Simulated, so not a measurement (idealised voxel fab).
process module | voxel lift off
cross-section cut | 250 nm wide | cells 5 nm
A cross-section is a grid of square cells, given in bands from the top down. A band is one or more rows of cells.
Each band's line starts with the height of the band's top and of its bottom, in nm. Then come its materials from left to right, each with its width in nm. One material with "throughout" fills the band from edge to edge. "air" is empty space.
Height 0 is the level under which the wafer as received is all one material. The lowest band goes on downwards, as in "0 down".
A width such as "30 to 40" changes by the same amount from each row of cells to the next, from the band's top row to its bottom row.
"no change" after a step means that no cell of the cross-section changed.
closed voids: empty space of 8 cells or more with no open way to the top, each as width x height at its distance from the left edge, in nm
after a step's settings: what the simulator itself notes on the step
overlay nm, on a step with a mask: how far to the right of its planned place the mask lay; to the left if negative
Each pair below shows a cross-section before one step and the cross-section after it, down to the lowest band that changed. The line under each pair gives the step between them, with its settings. The pairs can come from different runs of this module on the same starting wafer, so a pair continues from the pair above only where its "before" says so.
before
  0 down: Si throughout
  closed voids: none
after
  15 to 0: SiO2 throughout
  below 0: unchanged
  closed voids: none
the step between: op CONFORMAL_DEP | material SiO2 | thk nm 15
before: the cross-section after the pair above
after
  40 to 15: resist 85 | air 15 | resist 15 | air 15 | resist 15 | air 15 | resist 90
  below 15: unchanged
  closed voids: none
the step between: op PATTERN | tone open | mask id LINES | material resist | width nm 15 | pitch nm 30 | thk nm 25 | overlay nm 0
before: the cross-section after the pair above
after
  55 to 40: Ru 85 | air 15 | Ru 15 | air 15 | Ru 15 | air 15 | Ru 90
  40 to 30: resist 85 | air 15 | resist 15 | air 15 | resist 15 | air 15 | resist 90
  30 to 15: resist 85 | Ru 15 | resist 15 | Ru 15 | resist 15 | Ru 15 | resist 90
  below 15: unchanged
  closed voids: none
the step between: op DIRECTIONAL_DEP | material Ru | thk nm 15
before: the cross-section after the pair above
after
  30 to 15: air 85 | Ru 15 | air 15 | Ru 15 | air 15 | Ru 15 | air 90
  below 15: unchanged
  closed voids: none
the step between: op STRIP | etch materials resist
before: the cross-section after the pair above
after
  35 to 30: air 80 | SiCN 25 | air 5 | SiCN 25 | air 5 | SiCN 25 | air 85
  30 to 20: air 80 | SiCN 5 | Ru 15 | SiCN 5 | air 5 | SiCN 5 | Ru 15 | SiCN 5 | air 5 | SiCN 5 | Ru 15 | SiCN 5 | air 85
  20 to 15: SiCN 85 | Ru 15 | SiCN 15 | Ru 15 | SiCN 15 | Ru 15 | SiCN 90
  below 15: unchanged
  closed voids: none
the step between: op CONFORMAL_DEP | material SiCN | thk nm 5
before
  40 to 15: resist 85 | air 15 | resist 15 | air 15 | resist 15 | air 15 | resist 90
  15 to 0: SiO2 throughout
  0 down: Si throughout
  closed voids: none
after
  15 to 0: SiO2 throughout
  below 0: unchanged
  closed voids: none
the step between: op STRIP | etch materials resist
before: the cross-section after the pair above
after
  20 to 15: SiCN throughout
  below 15: unchanged
  closed voids: none
the step between: op CONFORMAL_DEP | material SiCN | thk nm 5
before
  15 to 0: SiO2 throughout
  0 down: Si throughout
  closed voids: none
after
  30 to 0: SiO2 throughout
  below 0: unchanged
  closed voids: none
the step between: op CONFORMAL_DEP | material SiO2 | thk nm 15
before: the cross-section after the pair above
after
  55 to 30: resist 85 | air 15 | resist 15 | air 15 | resist 15 | air 15 | resist 90
  below 30: unchanged
  closed voids: none
the step between: op PATTERN | tone open | mask id LINES | material resist | width nm 15 | pitch nm 30 | thk nm 25 | overlay nm 0
before: the cross-section after the pair above
after
  70 to 55: Ru 85 | air 15 | Ru 15 | air 15 | Ru 15 | air 15 | Ru 90
  55 to 45: resist 85 | air 15 | resist 15 | air 15 | resist 15 | air 15 | resist 90
  45 to 30: resist 85 | Ru 15 | resist 15 | Ru 15 | resist 15 | Ru 15 | resist 90
  below 30: unchanged
  closed voids: none
the step between: op DIRECTIONAL_DEP | material Ru | thk nm 15
before: the cross-section after the pair above
after
  45 to 30: air 85 | Ru 15 | air 15 | Ru 15 | air 15 | Ru 15 | air 90
  below 30: unchanged
  closed voids: none
the step between: op STRIP | etch materials resist
before: the cross-section after the pair above
after
  50 to 45: air 80 | SiCN 25 | air 5 | SiCN 25 | air 5 | SiCN 25 | air 85
  45 to 35: air 80 | SiCN 5 | Ru 15 | SiCN 5 | air 5 | SiCN 5 | Ru 15 | SiCN 5 | air 5 | SiCN 5 | Ru 15 | SiCN 5 | air 85
  35 to 30: SiCN 85 | Ru 15 | SiCN 15 | Ru 15 | SiCN 15 | Ru 15 | SiCN 90
  below 30: unchanged
  closed voids: none
the step between: op CONFORMAL_DEP | material SiCN | thk nm 5
before
  0 down: Si throughout
  closed voids: none
after
  10 to 0: SiO2 throughout
  below 0: unchanged
  closed voids: none
the step between: op CONFORMAL_DEP | material SiO2 | thk nm 10
before: the cross-section after the pair above
after
  35 to 10: resist 85 | air 15 | resist 15 | air 15 | resist 15 | air 15 | resist 90
  below 10: unchanged
  closed voids: none
the step between: op PATTERN | tone open | mask id LINES | material resist | width nm 15 | pitch nm 30 | thk nm 25 | overlay nm 0
before: the cross-section after the pair above
after
  50 to 35: Ru 85 | air 15 | Ru 15 | air 15 | Ru 15 | air 15 | Ru 90
  35 to 25: resist 85 | air 15 | resist 15 | air 15 | resist 15 | air 15 | resist 90
  25 to 10: resist 85 | Ru 15 | resist 15 | Ru 15 | resist 15 | Ru 15 | resist 90
  below 10: unchanged
  closed voids: none
the step between: op DIRECTIONAL_DEP | material Ru | thk nm 15
before: the cross-section after the pair above
after
  25 to 10: air 85 | Ru 15 | air 15 | Ru 15 | air 15 | Ru 15 | air 90
  below 10: unchanged
  closed voids: none
the step between: op STRIP | etch materials resist
before: the cross-section after the pair above
after
  30 to 25: air 80 | SiCN 25 | air 5 | SiCN 25 | air 5 | SiCN 25 | air 85
  25 to 15: air 80 | SiCN 5 | Ru 15 | SiCN 5 | air 5 | SiCN 5 | Ru 15 | SiCN 5 | air 5 | SiCN 5 | Ru 15 | SiCN 5 | air 85
  15 to 10: SiCN 85 | Ru 15 | SiCN 15 | Ru 15 | SiCN 15 | Ru 15 | SiCN 90
  below 10: unchanged
  closed voids: none
the step between: op CONFORMAL_DEP | material SiCN | thk nm 5
before
  15 to 0: SiO2 throughout
  0 down: Si throughout
  closed voids: none
after
  40 to 15: resist 80 | air 15 | resist 15 | air 15 | resist 15 | air 15 | resist 95
  below 15: unchanged
  closed voids: none
the step between: op PATTERN | tone open | mask id LINES | material resist | width nm 15 | pitch nm 30 | thk nm 25 | overlay nm -5
before: the cross-section after the pair above
after
  55 to 40: Ru 80 | air 15 | Ru 15 | air 15 | Ru 15 | air 15 | Ru 95
  40 to 30: resist 80 | air 15 | resist 15 | air 15 | resist 15 | air 15 | resist 95
  30 to 15: resist 80 | Ru 15 | resist 15 | Ru 15 | resist 15 | Ru 15 | resist 95
  below 15: unchanged
  closed voids: none
the step between: op DIRECTIONAL_DEP | material Ru | thk nm 15
before: the cross-section after the pair above
after
  30 to 15: air 80 | Ru 15 | air 15 | Ru 15 | air 15 | Ru 15 | air 95
  below 15: unchanged
  closed voids: none
the step between: op STRIP | etch materials resist
before: the cross-section after the pair above
after
  35 to 30: air 75 | SiCN 25 | air 5 | SiCN 25 | air 5 | SiCN 25 | air 90
  30 to 20: air 75 | SiCN 5 | Ru 15 | SiCN 5 | air 5 | SiCN 5 | Ru 15 | SiCN 5 | air 5 | SiCN 5 | Ru 15 | SiCN 5 | air 90
  20 to 15: SiCN 80 | Ru 15 | SiCN 15 | Ru 15 | SiCN 15 | Ru 15 | SiCN 95
  below 15: unchanged
  closed voids: none
the step between: op CONFORMAL_DEP | material SiCN | thk nm 5
before
  40 to 15: resist 85 | air 15 | resist 15 | air 15 | resist 15 | air 15 | resist 90
  15 to 0: SiO2 throughout
  0 down: Si throughout
  closed voids: none
after
  55 to 40: SiCN 85 | air 15 | SiCN 15 | air 15 | SiCN 15 | air 15 | SiCN 90
  40 to 30: resist 85 | air 15 | resist 15 | air 15 | resist 15 | air 15 | resist 90
  30 to 15: resist 85 | SiCN 15 | resist 15 | SiCN 15 | resist 15 | SiCN 15 | resist 90
  below 15: unchanged
  closed voids: none
the step between: op DIRECTIONAL_DEP | material SiCN | thk nm 15
before: the cross-section after the pair above
after
  30 to 15: air 85 | SiCN 15 | air 15 | SiCN 15 | air 15 | SiCN 15 | air 90
  below 15: unchanged
  closed voids: none
the step between: op STRIP | etch materials resist
before: the cross-section after the pair above
after
  35 to 20: air 80 | SiCN 25 | air 5 | SiCN 25 | air 5 | SiCN 25 | air 85
  20 to 15: SiCN throughout
  below 15: unchanged
  closed voids: none
the step between: op CONFORMAL_DEP | material SiCN | thk nm 5
before
  15 to 0: SiO2 throughout
  0 down: Si throughout
  closed voids: none
after
  40 to 15: air 85 | resist 15 | air 15 | resist 15 | air 15 | resist 15 | air 90
  below 15: unchanged
  closed voids: none
the step between: op PATTERN | tone cover | mask id LINES | material resist | width nm 15 | pitch nm 30 | thk nm 25 | overlay nm 0
before: the cross-section after the pair above
after
  55 to 40: air 85 | Ru 15 | air 15 | Ru 15 | air 15 | Ru 15 | air 90
  40 to 30: air 85 | resist 15 | air 15 | resist 15 | air 15 | resist 15 | air 90
  30 to 15: Ru 85 | resist 15 | Ru 15 | resist 15 | Ru 15 | resist 15 | Ru 90
  below 15: unchanged
  closed voids: none
the step between: op DIRECTIONAL_DEP | material Ru | thk nm 15
before: the cross-section after the pair above
after
  30 to 15: Ru 85 | air 15 | Ru 15 | air 15 | Ru 15 | air 15 | Ru 90
  below 15: unchanged
  closed voids: none
the step between: op STRIP | etch materials resist
before: the cross-section after the pair above
after
  35 to 30: SiCN 90 | air 5 | SiCN 25 | air 5 | SiCN 25 | air 5 | SiCN 95
  30 to 20: Ru 85 | SiCN 5 | air 5 | SiCN 5 | Ru 15 | SiCN 5 | air 5 | SiCN 5 | Ru 15 | SiCN 5 | air 5 | SiCN 5 | Ru 90
  20 to 15: Ru 85 | SiCN 15 | Ru 15 | SiCN 15 | Ru 15 | SiCN 15 | Ru 90
  below 15: unchanged
  closed voids: none
the step between: op CONFORMAL_DEP | material SiCN | thk nm 5
